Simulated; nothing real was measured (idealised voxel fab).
process module | voxel wiring stack
cross-section cut | 170 nm wide | cells 5 nm
A cross-section is a grid of square cells, given in bands from the top down. A band is one or more rows of cells.
Each band's line starts with the height of the band's top and of its bottom, in nm. Then come its materials from left to right, each with its width in nm. One material with "throughout" fills the band from edge to edge. "air" is empty space.
Height 0 is the level under which the wafer as received is all one material. The lowest band goes on downwards, as in "0 down".
A width such as "30 to 40" changes by the same amount from each row of cells to the next, from the band's top row to its bottom row.
"no change" after a step means that no cell of the cross-section changed.
closed voids: empty space of 8 cells or more with no open way to the top, each as width x height at its distance from the left edge, in nm
after a step's settings: what the simulator itself notes on the step
overlay nm, on a step with a mask: how far to the right of its planned place the mask lay; to the left if negative
Each pair below shows a cross-section before one step and the cross-section after it, down to the lowest band that changed. The line under each pair gives the step between them, with its settings. The pairs can come from different runs of this module on the same starting wafer, so a pair continues from the pair above only where its "before" says so.
before
  0 down: Si throughout
  closed voids: none
after
  10 to 0: SiO2 throughout
  below 0: unchanged
  closed voids: none
the step between: op CONFORMAL_DEP | material SiO2 | thk nm 10
before: the cross-section after the pair above
after
  15 to 10: TiN throughout
  below 10: unchanged
  closed voids: none
the step between: op DIRECTIONAL_DEP | material TiN | thk nm 5
before: the cross-section after the pair above
after
  35 to 15: W throughout
  below 15: unchanged
  closed voids: none
the step between: op DIRECTIONAL_DEP | material W | thk nm 20
before: the cross-section after the pair above
after
  50 to 35: air 55 | resist 20 | air 15 | resist 20 | air 60
  below 35: unchanged
  closed voids: none
the step between: op PATTERN | tone cover | mask id METAL_1 | material resist | width nm 20 | pitch nm 35 | thk nm 15 | overlay nm 0
before: the cross-section after the pair above
after
  50 to 35: air 55 | resist 20 | air 15 | resist 20 | air 60
  35 to 15: air 55 | W 20 | air 15 | W 20 | air 60
  below 15: unchanged
  closed voids: none
the step between: op DIRECTIONAL_ETCH | etch materials W | depth nm 20
before: the cross-section after the pair above
after
  50 to 35: air 55 | resist 20 | air 15 | resist 20 | air 60
  35 to 15: air 55 | W 20 | air 15 | W 20 | air 60
  15 to 10: air 55 | TiN 20 | air 15 | TiN 20 | air 60
  below 10: unchanged
  closed voids: none
the step between: op DIRECTIONAL_ETCH | etch materials TiN | depth nm 5
before: the cross-section after the pair above
after
  35 to 15: air 55 | W 20 | air 15 | W 20 | air 60
  below 15: unchanged
  closed voids: none
the step between: op STRIP | etch materials resist
before: the cross-section after the pair above
after
  40 to 35: air 50 | SiN 30 | air 5 | SiN 30 | air 55
  35 to 15: air 50 | SiN 5 | W 20 | SiN 5 | air 5 | SiN 5 | W 20 | SiN 5 | air 55
  15 to 10: SiN 55 | TiN 20 | SiN 15 | TiN 20 | SiN 60
  below 10: unchanged
  closed voids: none
the step between: op CONFORMAL_DEP | material SiN | thk nm 5
before: the cross-section after the pair above
after
  50 to 40: lowk throughout
  40 to 35: lowk 50 | SiN 30 | lowk 5 | SiN 30 | lowk 55
  35 to 15: lowk 50 | SiN 5 | W 20 | SiN 5 | lowk 5 | SiN 5 | W 20 | SiN 5 | lowk 55
  below 15: unchanged
  closed voids: none
the step between: op FILL_DEP | material lowk | thk nm 10
before: the cross-section after the pair above
after
  35 to 15: lowk 50 | SiN 5 | W 20 | SiN 5 | lowk 5 | SiN 5 | W 20 | SiN 5 | lowk 55
  below 15: unchanged
  closed voids: none
the step between: op CMP | height nm 35
before: the cross-section after the pair above
after
  40 to 35: SiCN throughout
  below 35: unchanged
  closed voids: none
the step between: op CONFORMAL_DEP | material SiCN | thk nm 5
before: the cross-section after the pair above
after
  50 to 40: SiO2 throughout
  below 40: unchanged
  closed voids: none
the step between: op DIRECTIONAL_DEP | material SiO2 | thk nm 10
before: the cross-section after the pair above
after
  60 to 50: aC throughout
  below 50: unchanged
  closed voids: none
the step between: op DIRECTIONAL_DEP | material aC | thk nm 10
before: the cross-section after the pair above
after
  85 to 60: resist 55 | air 15 | resist 20 | air 15 | resist 65
  below 60: unchanged
  closed voids: none
the step between: op PATTERN | tone open | mask id PLUG_1 | material resist | width nm 15 | pitch nm 35 | thk nm 25 | overlay nm 0
before: the cross-section after the pair above
after
  75 to 60: resist 55 | air 15 | resist 20 | air 15 | resist 65
  60 to 50: aC 55 | air 15 | aC 20 | air 15 | aC 65
  below 50: unchanged
  closed voids: none
the step between: op DIRECTIONAL_ETCH | etch materials aC | depth nm 10
before: the cross-section after the pair above
after
  60 to 50: aC 55 | air 15 | aC 20 | air 15 | aC 65
  below 50: unchanged
  closed voids: none
the step between: op STRIP | etch materials resist
before: the cross-section after the pair above
after
  60 to 50: aC 55 | air 15 | aC 20 | air 15 | aC 65
  50 to 40: SiO2 55 | air 15 | SiO2 20 | air 15 | SiO2 65
  below 40: unchanged
  closed voids: none
the step between: op DIRECTIONAL_ETCH | etch materials SiO2 | depth nm 10
before: the cross-section after the pair above
after
  60 to 50: aC 55 | air 15 | aC 20 | air 15 | aC 65
  50 to 40: SiO2 55 | air 15 | SiO2 20 | air 15 | SiO2 65
  40 to 35: SiCN 55 | air 15 | SiCN 20 | air 15 | SiCN 65
  below 35: unchanged
  closed voids: none
the step between: op DIRECTIONAL_ETCH | etch materials SiCN | depth nm 5
before: the cross-section after the pair above
after
  50 to 40: SiO2 55 | air 15 | SiO2 20 | air 15 | SiO2 65
  below 40: unchanged
  closed voids: none
the step between: op STRIP | etch materials aC
before: the cross-section after the pair above
after
  55 to 50: TiN 60 | air 5 | TiN 30 | air 5 | TiN 70
  50 to 40: SiO2 55 | TiN 5 | air 5 | TiN 5 | SiO2 20 | TiN 5 | air 5 | TiN 5 | SiO2 65
  40 to 35: SiCN 55 | TiN 15 | SiCN 20 | TiN 15 | SiCN 65
  below 35: unchanged
  closed voids: none
the step between: op CONFORMAL_DEP | material TiN | thk nm 5
before: the cross-section after the pair above
after
  60 to 55: Ru throughout
  55 to 50: TiN 60 | Ru 5 | TiN 30 | Ru 5 | TiN 70
  50 to 40: SiO2 55 | TiN 5 | Ru 5 | TiN 5 | SiO2 20 | TiN 5 | Ru 5 | TiN 5 | SiO2 65
  below 40: unchanged
  closed voids: none
the step between: op FILL_DEP | material Ru | thk nm 5
before: the cross-section after the pair above
after
  50 to 40: SiO2 55 | TiN 5 | Ru 5 | TiN 5 | SiO2 20 | TiN 5 | Ru 5 | TiN 5 | SiO2 65
  below 40: unchanged
  closed voids: none
the step between: op CMP | height nm 50
before: the cross-section after the pair above
after
  55 to 50: TiN throughout
  below 50: unchanged
  closed voids: none
the step between: op DIRECTIONAL_DEP | material TiN | thk nm 5
before: the cross-section after the pair above
after
  70 to 55: Ru throughout
  below 55: unchanged
  closed voids: none
the step between: op DIRECTIONAL_DEP | material Ru | thk nm 15
before: the cross-section after the pair above
after
  70 to 55: air 55 | Ru 20 | air 15 | Ru 20 | air 60
  below 55: unchanged
  closed voids: none
the step between: op MASKED_ETCH | tone cover | mask id METAL_2 | width nm 20 | pitch nm 35 | etch materials Ru | depth nm 15 | overlay nm 0
before: the cross-section after the pair above
after
  70 to 55: air 55 | Ru 20 | air 15 | Ru 20 | air 60
  55 to 50: air 55 | TiN 20 | air 15 | TiN 20 | air 60
  below 50: unchanged
  closed voids: none
the step between: op MASKED_ETCH | tone cover | mask id METAL_2 | width nm 20 | pitch nm 35 | etch materials TiN | depth nm 5 | overlay nm 0
before: the cross-section after the pair above
after
  75 to 70: SiO2 throughout
  70 to 55: SiO2 55 | Ru 20 | SiO2 15 | Ru 20 | SiO2 60
  55 to 50: SiO2 55 | TiN 20 | SiO2 15 | TiN 20 | SiO2 60
  below 50: unchanged
  closed voids: none
the step between: op FILL_DEP | material SiO2 | thk nm 5
before: the cross-section after the pair above
after
  70 to 55: SiO2 55 | Ru 20 | SiO2 15 | Ru 20 | SiO2 60
  below 55: unchanged
  closed voids: none
the step between: op CMP | height nm 70
before: the cross-section after the pair above
after
  75 to 70: SiCN throughout
  below 70: unchanged
  closed voids: none
the step between: op CONFORMAL_DEP | material SiCN | thk nm 5
before: the cross-section after the pair above
after
  95 to 75: SiO2 throughout
  below 75: unchanged
  closed voids: none
the step between: op DIRECTIONAL_DEP | material SiO2 | thk nm 20
before: the cross-section after the pair above
after
  110 to 95: aC throughout
  below 95: unchanged
  closed voids: none
the step between: op DIRECTIONAL_DEP | material aC | thk nm 15
before: the cross-section after the pair above
after
  145 to 110: resist 55 | air 15 | resist 20 | air 15 | resist 65
  below 110: unchanged
  closed voids: none
the step between: op PATTERN | tone open | mask id PLUG_2 | material resist | width nm 15 | pitch nm 35 | thk nm 35 | overlay nm 0
before: the cross-section after the pair above
after
  130 to 110: resist 55 | air 15 | resist 20 | air 15 | resist 65
  110 to 95: aC 55 | air 15 | aC 20 | air 15 | aC 65
  below 95: unchanged
  closed voids: none
the step between: op DIRECTIONAL_ETCH | etch materials aC | depth nm 15
before: the cross-section after the pair above
after
  110 to 95: aC 55 | air 15 | aC 20 | air 15 | aC 65
  below 95: unchanged
  closed voids: none
the step between: op STRIP | etch materials resist
before: the cross-section after the pair above
after
  110 to 95: aC 55 | air 15 | aC 20 | air 15 | aC 65
  95 to 75: SiO2 55 | air 15 | SiO2 20 | air 15 | SiO2 65
  below 75: unchanged
  closed voids: none
the step between: op DIRECTIONAL_ETCH | etch materials SiO2 | depth nm 20
before: the cross-section after the pair above
after
  110 to 95: aC 55 | air 15 | aC 20 | air 15 | aC 65
  95 to 75: SiO2 55 | air 15 | SiO2 20 | air 15 | SiO2 65
  75 to 70: SiCN 55 | air 15 | SiCN 20 | air 15 | SiCN 65
  below 70: unchanged
  closed voids: none
the step between: op DIRECTIONAL_ETCH | etch materials SiCN | depth nm 5
before: the cross-section after the pair above
after
  95 to 75: SiO2 55 | air 15 | SiO2 20 | air 15 | SiO2 65
  below 75: unchanged
  closed voids: none
the step between: op STRIP | etch materials aC
before: the cross-section after the pair above
after
  100 to 95: TiN 60 | air 5 | TiN 30 | air 5 | TiN 70
  95 to 75: SiO2 55 | TiN 5 | air 5 | TiN 5 | SiO2 20 | TiN 5 | air 5 | TiN 5 | SiO2 65
  75 to 70: SiCN 55 | TiN 15 | SiCN 20 | TiN 15 | SiCN 65
  below 70: unchanged
  closed voids: none
the step between: op CONFORMAL_DEP | material TiN | thk nm 5
before: the cross-section after the pair above
after
  105 to 100: Ru throughout
  100 to 95: TiN 60 | Ru 5 | TiN 30 | Ru 5 | TiN 70
  95 to 75: SiO2 55 | TiN 5 | Ru 5 | TiN 5 | SiO2 20 | TiN 5 | Ru 5 | TiN 5 | SiO2 65
  below 75: unchanged
  closed voids: none
the step between: op FILL_DEP | material Ru | thk nm 5
before: the cross-section after the pair above
after
  95 to 75: SiO2 55 | TiN 5 | Ru 5 | TiN 5 | SiO2 20 | TiN 5 | Ru 5 | TiN 5 | SiO2 65
  below 75: unchanged
  closed voids: none
the step between: op CMP | height nm 95
before: the cross-section after the pair above
after
  100 to 95: TiN throughout
  below 95: unchanged
  closed voids: none
the step between: op DIRECTIONAL_DEP | material TiN | thk nm 5
before: the cross-section after the pair above
after
  115 to 100: W throughout
  below 100: unchanged
  closed voids: none
the step between: op DIRECTIONAL_DEP | material W | thk nm 15
before: the cross-section after the pair above
after
  115 to 100: air 55 | W 20 | air 15 | W 20 | air 60
  below 100: unchanged
  closed voids: none
the step between: op MASKED_ETCH | tone cover | mask id METAL_3 | width nm 20 | pitch nm 35 | etch materials W | depth nm 15 | overlay nm 0
before: the cross-section after the pair above
after
  115 to 100: air 55 | W 20 | air 15 | W 20 | air 60
  100 to 95: air 55 | TiN 20 | air 15 | TiN 20 | air 60
  below 95: unchanged
  closed voids: none
the step between: op MASKED_ETCH | tone cover | mask id METAL_3 | width nm 20 | pitch nm 35 | etch materials TiN | depth nm 5 | overlay nm 0
before: the cross-section after the pair above
after
  125 to 115: SiO2 throughout
  115 to 100: SiO2 55 | W 20 | SiO2 15 | W 20 | SiO2 60
  100 to 95: SiO2 55 | TiN 20 | SiO2 15 | TiN 20 | SiO2 60
  below 95: unchanged
  closed voids: none
the step between: op FILL_DEP | material SiO2 | thk nm 10
before: the cross-section after the pair above
after
  115 to 100: SiO2 55 | W 20 | SiO2 15 | W 20 | SiO2 60
  below 100: unchanged
  closed voids: none
the step between: op CMP | height nm 115
before: the cross-section after the pair above
after
  120 to 115: SiN throughout
  below 115: unchanged
  closed voids: none
the step between: op CONFORMAL_DEP | material SiN | thk nm 5
before
  0 down: Si throughout
  closed voids: none
after
  5 to 0: TiN throughout
  below 0: unchanged
  closed voids: none
the step between: op DIRECTIONAL_DEP | material TiN | thk nm 5
before: the cross-section after the pair above
after
  25 to 5: W throughout
  below 5: unchanged
  closed voids: none
the step between: op DIRECTIONAL_DEP | material W | thk nm 20
before: the cross-section after the pair above
after
  40 to 25: air 55 | resist 20 | air 15 | resist 20 | air 60
  below 25: unchanged
  closed voids: none
the step between: op PATTERN | tone cover | mask id METAL_1 | material resist | width nm 20 | pitch nm 35 | thk nm 15 | overlay nm 0
before: the cross-section after the pair above
after
  40 to 25: air 55 | resist 20 | air 15 | resist 20 | air 60
  25 to 5: air 55 | W 20 | air 15 | W 20 | air 60
  below 5: unchanged
  closed voids: none
the step between: op DIRECTIONAL_ETCH | etch materials W | depth nm 20
before: the cross-section after the pair above
after
  40 to 25: air 55 | resist 20 | air 15 | resist 20 | air 60
  25 to 5: air 55 | W 20 | air 15 | W 20 | air 60
  5 to 0: air 55 | TiN 20 | air 15 | TiN 20 | air 60
  below 0: unchanged
  closed voids: none
the step between: op DIRECTIONAL_ETCH | etch materials TiN | depth nm 5
before: the cross-section after the pair above
after
  25 to 5: air 55 | W 20 | air 15 | W 20 | air 60
  below 5: unchanged
  closed voids: none
the step between: op STRIP | etch materials resist
before: the cross-section after the pair above
after
  30 to 25: air 50 | SiN 30 | air 5 | SiN 30 | air 55
  25 to 5: air 50 | SiN 5 | W 20 | SiN 5 | air 5 | SiN 5 | W 20 | SiN 5 | air 55
  5 to 0: SiN 55 | TiN 20 | SiN 15 | TiN 20 | SiN 60
  below 0: unchanged
  closed voids: none
the step between: op CONFORMAL_DEP | material SiN | thk nm 5
before: the cross-section after the pair above
after
  40 to 30: lowk throughout
  30 to 25: lowk 50 | SiN 30 | lowk 5 | SiN 30 | lowk 55
  25 to 5: lowk 50 | SiN 5 | W 20 | SiN 5 | lowk 5 | SiN 5 | W 20 | SiN 5 | lowk 55
  below 5: unchanged
  closed voids: none
the step between: op FILL_DEP | material lowk | thk nm 10
before: the cross-section after the pair above
after
  35 to 30: lowk throughout
  below 30: unchanged
  closed voids: none
the step between: op CMP | height nm 35
before: the cross-section after the pair above
after
  40 to 35: SiCN throughout
  below 35: unchanged
  closed voids: none
the step between: op CONFORMAL_DEP | material SiCN | thk nm 5
before: the cross-section after the pair above
after
  50 to 40: SiO2 throughout
  below 40: unchanged
  closed voids: none
the step between: op DIRECTIONAL_DEP | material SiO2 | thk nm 10
before: the cross-section after the pair above
after
  60 to 50: aC throughout
  below 50: unchanged
  closed voids: none
the step between: op DIRECTIONAL_DEP | material aC | thk nm 10
before: the cross-section after the pair above
after
  85 to 60: resist 55 | air 15 | resist 20 | air 15 | resist 65
  below 60: unchanged
  closed voids: none
the step between: op PATTERN | tone open | mask id PLUG_1 | material resist | width nm 15 | pitch nm 35 | thk nm 25 | overlay nm 0
before: the cross-section after the pair above
after
  75 to 60: resist 55 | air 15 | resist 20 | air 15 | resist 65
  60 to 50: aC 55 | air 15 | aC 20 | air 15 | aC 65
  below 50: unchanged
  closed voids: none
the step between: op DIRECTIONAL_ETCH | etch materials aC | depth nm 10
before: the cross-section after the pair above
after
  60 to 50: aC 55 | air 15 | aC 20 | air 15 | aC 65
  below 50: unchanged
  closed voids: none
the step between: op STRIP | etch materials resist
before: the cross-section after the pair above
after
  60 to 50: aC 55 | air 15 | aC 20 | air 15 | aC 65
  50 to 40: SiO2 55 | air 15 | SiO2 20 | air 15 | SiO2 65
  below 40: unchanged
  closed voids: none
the step between: op DIRECTIONAL_ETCH | etch materials SiO2 | depth nm 10
before: the cross-section after the pair above
after
  60 to 50: aC 55 | air 15 | aC 20 | air 15 | aC 65
  50 to 40: SiO2 55 | air 15 | SiO2 20 | air 15 | SiO2 65
  40 to 35: SiCN 55 | air 15 | SiCN 20 | air 15 | SiCN 65
  below 35: unchanged
  closed voids: none
the step between: op DIRECTIONAL_ETCH | etch materials SiCN | depth nm 5
before: the cross-section after the pair above
after
  50 to 40: SiO2 55 | air 15 | SiO2 20 | air 15 | SiO2 65
  below 40: unchanged
  closed voids: none
the step between: op STRIP | etch materials aC
before: the cross-section after the pair above
after
  55 to 50: TiN 60 | air 5 | TiN 30 | air 5 | TiN 70
  50 to 40: SiO2 55 | TiN 5 | air 5 | TiN 5 | SiO2 20 | TiN 5 | air 5 | TiN 5 | SiO2 65
  40 to 35: SiCN 55 | TiN 15 | SiCN 20 | TiN 15 | SiCN 65
  below 35: unchanged
  closed voids: none
the step between: op CONFORMAL_DEP | material TiN | thk nm 5
before: the cross-section after the pair above
after
  60 to 55: Ru throughout
  55 to 50: TiN 60 | Ru 5 | TiN 30 | Ru 5 | TiN 70
  50 to 40: SiO2 55 | TiN 5 | Ru 5 | TiN 5 | SiO2 20 | TiN 5 | Ru 5 | TiN 5 | SiO2 65
  below 40: unchanged
  closed voids: none
the step between: op FILL_DEP | material Ru | thk nm 5
before: the cross-section after the pair above
after
  50 to 40: SiO2 55 | TiN 5 | Ru 5 | TiN 5 | SiO2 20 | TiN 5 | Ru 5 | TiN 5 | SiO2 65
  below 40: unchanged
  closed voids: none
the step between: op CMP | height nm 50
before: the cross-section after the pair above
after
  55 to 50: TiN throughout
  below 50: unchanged
  closed voids: none
the step between: op DIRECTIONAL_DEP | material TiN | thk nm 5
before: the cross-section after the pair above
after
  70 to 55: Ru throughout
  below 55: unchanged
  closed voids: none
the step between: op DIRECTIONAL_DEP | material Ru | thk nm 15
before: the cross-section after the pair above
after
  70 to 55: air 55 | Ru 20 | air 15 | Ru 20 | air 60
  below 55: unchanged
  closed voids: none
the step between: op MASKED_ETCH | tone cover | mask id METAL_2 | width nm 20 | pitch nm 35 | etch materials Ru | depth nm 15 | overlay nm 0
before: the cross-section after the pair above
after
  70 to 55: air 55 | Ru 20 | air 15 | Ru 20 | air 60
  55 to 50: air 55 | TiN 20 | air 15 | TiN 20 | air 60
  below 50: unchanged
  closed voids: none
the step between: op MASKED_ETCH | tone cover | mask id METAL_2 | width nm 20 | pitch nm 35 | etch materials TiN | depth nm 5 | overlay nm 0
before: the cross-section after the pair above
after
  75 to 70: SiO2 throughout
  70 to 55: SiO2 55 | Ru 20 | SiO2 15 | Ru 20 | SiO2 60
  55 to 50: SiO2 55 | TiN 20 | SiO2 15 | TiN 20 | SiO2 60
  below 50: unchanged
  closed voids: none
the step between: op FILL_DEP | material SiO2 | thk nm 5
before: the cross-section after the pair above
after
  70 to 55: SiO2 55 | Ru 20 | SiO2 15 | Ru 20 | SiO2 60
  below 55: unchanged
  closed voids: none
the step between: op CMP | height nm 70
before: the cross-section after the pair above
after
  75 to 70: SiCN throughout
  below 70: unchanged
  closed voids: none
the step between: op CONFORMAL_DEP | material SiCN | thk nm 5
before: the cross-section after the pair above
after
  95 to 75: SiO2 throughout
  below 75: unchanged
  closed voids: none
the step between: op DIRECTIONAL_DEP | material SiO2 | thk nm 20
before: the cross-section after the pair above
after
  110 to 95: aC throughout
  below 95: unchanged
  closed voids: none
the step between: op DIRECTIONAL_DEP | material aC | thk nm 15
before: the cross-section after the pair above
after
  145 to 110: resist 55 | air 15 | resist 20 | air 15 | resist 65
  below 110: unchanged
  closed voids: none
the step between: op PATTERN | tone open | mask id PLUG_2 | material resist | width nm 15 | pitch nm 35 | thk nm 35 | overlay nm 0
before: the cross-section after the pair above
after
  130 to 110: resist 55 | air 15 | resist 20 | air 15 | resist 65
  110 to 95: aC 55 | air 15 | aC 20 | air 15 | aC 65
  below 95: unchanged
  closed voids: none
the step between: op DIRECTIONAL_ETCH | etch materials aC | depth nm 15
before: the cross-section after the pair above
after
  110 to 95: aC 55 | air 15 | aC 20 | air 15 | aC 65
  below 95: unchanged
  closed voids: none
the step between: op STRIP | etch materials resist
before: the cross-section after the pair above
after
  110 to 95: aC 55 | air 15 | aC 20 | air 15 | aC 65
  95 to 75: SiO2 55 | air 15 | SiO2 20 | air 15 | SiO2 65
  below 75: unchanged
  closed voids: none
the step between: op DIRECTIONAL_ETCH | etch materials SiO2 | depth nm 20
before: the cross-section after the pair above
after
  110 to 95: aC 55 | air 15 | aC 20 | air 15 | aC 65
  95 to 75: SiO2 55 | air 15 | SiO2 20 | air 15 | SiO2 65
  75 to 70: SiCN 55 | air 15 | SiCN 20 | air 15 | SiCN 65
  below 70: unchanged
  closed voids: none
the step between: op DIRECTIONAL_ETCH | etch materials SiCN | depth nm 5
before: the cross-section after the pair above
after
  95 to 75: SiO2 55 | air 15 | SiO2 20 | air 15 | SiO2 65
  below 75: unchanged
  closed voids: none
the step between: op STRIP | etch materials aC
before: the cross-section after the pair above
after
  100 to 95: TiN 60 | air 5 | TiN 30 | air 5 | TiN 70
  95 to 75: SiO2 55 | TiN 5 | air 5 | TiN 5 | SiO2 20 | TiN 5 | air 5 | TiN 5 | SiO2 65
  75 to 70: SiCN 55 | TiN 15 | SiCN 20 | TiN 15 | SiCN 65
  below 70: unchanged
  closed voids: none
the step between: op CONFORMAL_DEP | material TiN | thk nm 5
before: the cross-section after the pair above
after
  105 to 100: Ru throughout
  100 to 95: TiN 60 | Ru 5 | TiN 30 | Ru 5 | TiN 70
  95 to 75: SiO2 55 | TiN 5 | Ru 5 | TiN 5 | SiO2 20 | TiN 5 | Ru 5 | TiN 5 | SiO2 65
  below 75: unchanged
  closed voids: none
the step between: op FILL_DEP | material Ru | thk nm 5
before: the cross-section after the pair above
after
  95 to 75: SiO2 55 | TiN 5 | Ru 5 | TiN 5 | SiO2 20 | TiN 5 | Ru 5 | TiN 5 | SiO2 65
  below 75: unchanged
  closed voids: none
the step between: op CMP | height nm 95
before: the cross-section after the pair above
after
  100 to 95: TiN throughout
  below 95: unchanged
  closed voids: none
the step between: op DIRECTIONAL_DEP | material TiN | thk nm 5
before: the cross-section after the pair above
after
  115 to 100: W throughout
  below 100: unchanged
  closed voids: none
the step between: op DIRECTIONAL_DEP | material W | thk nm 15
before: the cross-section after the pair above
after
  115 to 100: air 55 | W 20 | air 15 | W 20 | air 60
  below 100: unchanged
  closed voids: none
the step between: op MASKED_ETCH | tone cover | mask id METAL_3 | width nm 20 | pitch nm 35 | etch materials W | depth nm 15 | overlay nm 0
before: the cross-section after the pair above
after
  115 to 100: air 55 | W 20 | air 15 | W 20 | air 60
  100 to 95: air 55 | TiN 20 | air 15 | TiN 20 | air 60
  below 95: unchanged
  closed voids: none
the step between: op MASKED_ETCH | tone cover | mask id METAL_3 | width nm 20 | pitch nm 35 | etch materials TiN | depth nm 5 | overlay nm 0
before: the cross-section after the pair above
after
  125 to 115: SiO2 throughout
  115 to 100: SiO2 55 | W 20 | SiO2 15 | W 20 | SiO2 60
  100 to 95: SiO2 55 | TiN 20 | SiO2 15 | TiN 20 | SiO2 60
  below 95: unchanged
  closed voids: none
the step between: op FILL_DEP | material SiO2 | thk nm 10
before: the cross-section after the pair above
after
  115 to 100: SiO2 55 | W 20 | SiO2 15 | W 20 | SiO2 60
  below 100: unchanged
  closed voids: none
the step between: op CMP | height nm 115
before: the cross-section after the pair above
after
  120 to 115: SiN throughout
  below 115: unchanged
  closed voids: none
the step between: op CONFORMAL_DEP | material SiN | thk nm 5
before
  35 to 15: lowk 50 | SiN 5 | W 20 | SiN 5 | lowk 5 | SiN 5 | W 20 | SiN 5 | lowk 55
  15 to 10: SiN 55 | TiN 20 | SiN 15 | TiN 20 | SiN 60
  10 to 0: SiO2 throughout
  0 down: Si throughout
  closed voids: none
after
  45 to 35: SiO2 throughout
  below 35: unchanged
  closed voids: none
the step between: op DIRECTIONAL_DEP | material SiO2 | thk nm 10
before: the cross-section after the pair above
after
  50 to 45: SiCN throughout
  below 45: unchanged
  closed voids: none
the step between: op CONFORMAL_DEP | material SiCN | thk nm 5
before: the cross-section after the pair above
after
  60 to 50: aC throughout
  below 50: unchanged
  closed voids: none
the step between: op DIRECTIONAL_DEP | material aC | thk nm 10
before: the cross-section after the pair above
after
  85 to 60: resist 55 | air 15 | resist 20 | air 15 | resist 65
  below 60: unchanged
  closed voids: none
the step between: op PATTERN | tone open | mask id PLUG_1 | material resist | width nm 15 | pitch nm 35 | thk nm 25 | overlay nm 0
before: the cross-section after the pair above
after
  75 to 60: resist 55 | air 15 | resist 20 | air 15 | resist 65
  60 to 50: aC 55 | air 15 | aC 20 | air 15 | aC 65
  below 50: unchanged
  closed voids: none
the step between: op DIRECTIONAL_ETCH | etch materials aC | depth nm 10
before: the cross-section after the pair above
after
  60 to 50: aC 55 | air 15 | aC 20 | air 15 | aC 65
  below 50: unchanged
  closed voids: none
the step between: op STRIP | etch materials resist
before: the cross-section after the pair above
after
  60 to 50: aC 55 | air 15 | aC 20 | air 15 | aC 65
  50 to 45: SiCN 55 | air 15 | SiCN 20 | air 15 | SiCN 65
  below 45: unchanged
  closed voids: none
the step between: op DIRECTIONAL_ETCH | etch materials SiCN | depth nm 5
before: the cross-section after the pair above
after
  50 to 45: SiCN 55 | air 15 | SiCN 20 | air 15 | SiCN 65
  below 45: unchanged
  closed voids: none
the step between: op STRIP | etch materials aC
before: the cross-section after the pair above
after
  55 to 50: TiN 60 | air 5 | TiN 30 | air 5 | TiN 70
  50 to 45: SiCN 55 | TiN 15 | SiCN 20 | TiN 15 | SiCN 65
  below 45: unchanged
  closed voids: none
the step between: op CONFORMAL_DEP | material TiN | thk nm 5
before: the cross-section after the pair above
after
  60 to 55: Ru throughout
  55 to 50: TiN 60 | Ru 5 | TiN 30 | Ru 5 | TiN 70
  below 50: unchanged
  closed voids: none
the step between: op FILL_DEP | material Ru | thk nm 5
before: the cross-section after the pair above
after
  50 to 45: SiCN 55 | TiN 15 | SiCN 20 | TiN 15 | SiCN 65
  below 45: unchanged
  closed voids: none
the step between: op CMP | height nm 50
before: the cross-section after the pair above
after
  55 to 50: TiN throughout
  below 50: unchanged
  closed voids: none
the step between: op DIRECTIONAL_DEP | material TiN | thk nm 5
before: the cross-section after the pair above
after
  70 to 55: Ru throughout
  below 55: unchanged
  closed voids: none
the step between: op DIRECTIONAL_DEP | material Ru | thk nm 15
before: the cross-section after the pair above
after
  70 to 55: air 55 | Ru 20 | air 15 | Ru 20 | air 60
  below 55: unchanged
  closed voids: none
the step between: op MASKED_ETCH | tone cover | mask id METAL_2 | width nm 20 | pitch nm 35 | etch materials Ru | depth nm 15 | overlay nm 0
before: the cross-section after the pair above
after
  70 to 55: air 55 | Ru 20 | air 15 | Ru 20 | air 60
  55 to 50: air 55 | TiN 20 | air 15 | TiN 20 | air 60
  below 50: unchanged
  closed voids: none
the step between: op MASKED_ETCH | tone cover | mask id METAL_2 | width nm 20 | pitch nm 35 | etch materials TiN | depth nm 5 | overlay nm 0
before: the cross-section after the pair above
after
  75 to 70: SiO2 throughout
  70 to 55: SiO2 55 | Ru 20 | SiO2 15 | Ru 20 | SiO2 60
  55 to 50: SiO2 55 | TiN 20 | SiO2 15 | TiN 20 | SiO2 60
  below 50: unchanged
  closed voids: none
the step between: op FILL_DEP | material SiO2 | thk nm 5
before: the cross-section after the pair above
after
  70 to 55: SiO2 55 | Ru 20 | SiO2 15 | Ru 20 | SiO2 60
  below 55: unchanged
  closed voids: none
the step between: op CMP | height nm 70
before: the cross-section after the pair above
after
  75 to 70: SiCN throughout
  below 70: unchanged
  closed voids: none
the step between: op CONFORMAL_DEP | material SiCN | thk nm 5
before: the cross-section after the pair above
after
  95 to 75: SiO2 throughout
  below 75: unchanged
  closed voids: none
the step between: op DIRECTIONAL_DEP | material SiO2 | thk nm 20
before: the cross-section after the pair above
after
  110 to 95: aC throughout
  below 95: unchanged
  closed voids: none
the step between: op DIRECTIONAL_DEP | material aC | thk nm 15
before: the cross-section after the pair above
after
  145 to 110: resist 55 | air 15 | resist 20 | air 15 | resist 65
  below 110: unchanged
  closed voids: none
the step between: op PATTERN | tone open | mask id PLUG_2 | material resist | width nm 15 | pitch nm 35 | thk nm 35 | overlay nm 0
before: the cross-section after the pair above
after
  130 to 110: resist 55 | air 15 | resist 20 | air 15 | resist 65
  110 to 95: aC 55 | air 15 | aC 20 | air 15 | aC 65
  below 95: unchanged
  closed voids: none
the step between: op DIRECTIONAL_ETCH | etch materials aC | depth nm 15
before: the cross-section after the pair above
after
  110 to 95: aC 55 | air 15 | aC 20 | air 15 | aC 65
  below 95: unchanged
  closed voids: none
the step between: op STRIP | etch materials resist
before: the cross-section after the pair above
after
  110 to 95: aC 55 | air 15 | aC 20 | air 15 | aC 65
  95 to 75: SiO2 55 | air 15 | SiO2 20 | air 15 | SiO2 65
  below 75: unchanged
  closed voids: none
the step between: op DIRECTIONAL_ETCH | etch materials SiO2 | depth nm 20
before: the cross-section after the pair above
after
  110 to 95: aC 55 | air 15 | aC 20 | air 15 | aC 65
  95 to 75: SiO2 55 | air 15 | SiO2 20 | air 15 | SiO2 65
  75 to 70: SiCN 55 | air 15 | SiCN 20 | air 15 | SiCN 65
  below 70: unchanged
  closed voids: none
the step between: op DIRECTIONAL_ETCH | etch materials SiCN | depth nm 5
before: the cross-section after the pair above
after
  95 to 75: SiO2 55 | air 15 | SiO2 20 | air 15 | SiO2 65
  below 75: unchanged
  closed voids: none
the step between: op STRIP | etch materials aC
before: the cross-section after the pair above
after
  100 to 95: TiN 60 | air 5 | TiN 30 | air 5 | TiN 70
  95 to 75: SiO2 55 | TiN 5 | air 5 | TiN 5 | SiO2 20 | TiN 5 | air 5 | TiN 5 | SiO2 65
  75 to 70: SiCN 55 | TiN 15 | SiCN 20 | TiN 15 | SiCN 65
  below 70: unchanged
  closed voids: none
the step between: op CONFORMAL_DEP | material TiN | thk nm 5
before: the cross-section after the pair above
after
  105 to 100: Ru throughout
  100 to 95: TiN 60 | Ru 5 | TiN 30 | Ru 5 | TiN 70
  95 to 75: SiO2 55 | TiN 5 | Ru 5 | TiN 5 | SiO2 20 | TiN 5 | Ru 5 | TiN 5 | SiO2 65
  below 75: unchanged
  closed voids: none
the step between: op FILL_DEP | material Ru | thk nm 5
